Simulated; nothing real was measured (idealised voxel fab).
This is a process module. Its name is voxel self aligned contacts.
Displayed cross-section: cut, width of 255 nm, square cells sized 5 nm.
Just so we're on the same page, the cross-sections are grids of square cells, and they're listed out in bands top to bottom, each band one or more rows deep.
Quick guide to a band line: top height, bottom height (nm) up front; then every material left to right with its width in nm. Only one material and it's marked "edge to edge"? Then it fills the band edge to edge. And "air" just means empty space.
Heights from 0 (as-received wafer is one material below). Bottom band endless downward, as "0 down".
The two numbers in a width such as "30->40" mark its ends across the band: the first belongs to the top row of cells, the second to the bottom row, and from each row to the next the width moves by the same amount.
It should be understood that the words "remains unaltered", when stated for a given step, signify that the cross-section underwent no change in any of its cells during that step.
What "Completely enclosed voids" gives you is every empty space of 8 cells or more that is cut off from the top. Each appears as width x height at distance, with the distance taken from the left edge and width, height and distance all in nm.
Heads up: the bit after the settings on a step's line is the simulator's remark on that step.
overlay nm: mask right of planned place by this much (step with mask). Neg. = left.
**Intended process steps**
1 op RECEIVE | material Si
2 op OXIDIZE | depth nm 5
3 op DIRECTIONAL_DEP | material polySi | thk nm 30
4 op DIRECTIONAL_DEP | material SiN | thk nm 25
5 op DIRECTIONAL_DEP | material aC | thk nm 10
6 op PATTERN | tone cover | mask id GATE | material resist | width nm 30 | pitch nm 75 | thk nm 30 | overlay nm 0
7 op DIRECTIONAL_ETCH | etch materials aC | depth nm 10
8 op STRIP | etch materials resist
9 op DIRECTIONAL_ETCH | etch materials SiN | depth nm 25
10 op DIRECTIONAL_ETCH | etch materials polySi | depth nm 30
11 op STRIP | etch materials aC
12 op CONFORMAL_DEP | material SiN | thk nm 10
13 op DIRECTIONAL_ETCH | etch materials SiN | depth nm 10
14 op FILL_DEP | material SiO2 | thk nm 15
15 op CMP | height nm 60
16 op MASKED_ETCH | tone open | mask id CONTACT | width nm 55 | etch materials SiO2 | depth nm 65 | overlay nm 0
17 op CONFORMAL_DEP | material TiN | thk nm 5
18 op FILL_DEP | material W | thk nm 5
19 op CMP | height nm 60
20 op CONFORMAL_DEP | material SiCN | thk nm 5
**So this is the incoming wafer in cross-section - it's already been through step 1**
    0 down: Si edge to edge
    Completely enclosed voids: none
**End-of-module XS, first of two wafers, run as planned**
    65 to 60: SiCN edge to edge
    60 to 55: SiO2 (100); TiN (20); W (15); TiN (20); SiO2 (100)
    55 to 30: SiO2 (65); SiN (50); TiN (5); W (15); TiN (5); SiN (50); SiO2 (65)
    30 to 0: SiO2 (65); SiN (10); polySi (30); SiN (10); TiN (5); W (15); TiN (5); SiN (10); polySi (30); SiN (10); SiO2 (65)
    0 to -5: SiO2 (115); TiN (25); SiO2 (115)
    -5 down: Si edge to edge
    Completely enclosed voids: none
**Wafer two cross-section, module end. Start and plan unchanged from wafer one; one mistake made during the run**
    65 to 60: SiN edge to edge
    60 to 55: SiO2 (100); TiN (20); W (15); TiN (20); SiO2 (100)
    55 to 30: SiO2 (65); SiN (50); TiN (5); W (15); TiN (5); SiN (50); SiO2 (65)
    30 to 0: SiO2 (65); SiN (10); polySi (30); SiN (10); TiN (5); W (15); TiN (5); SiN (10); polySi (30); SiN (10); SiO2 (65)
    0 to -5: SiO2 (115); TiN (25); SiO2 (115)
    -5 down: Si edge to edge
    Completely enclosed voids: none
Finding, execution versus plan: step 20 did not use the planned setting and instead ran as op CONFORMAL_DEP | material SiN | thk nm 5
In the final state, the cell counts of the second wafer exceed or fall short of those of the first for the following materials: SiCN: 51 fewer, SiN: 51 more
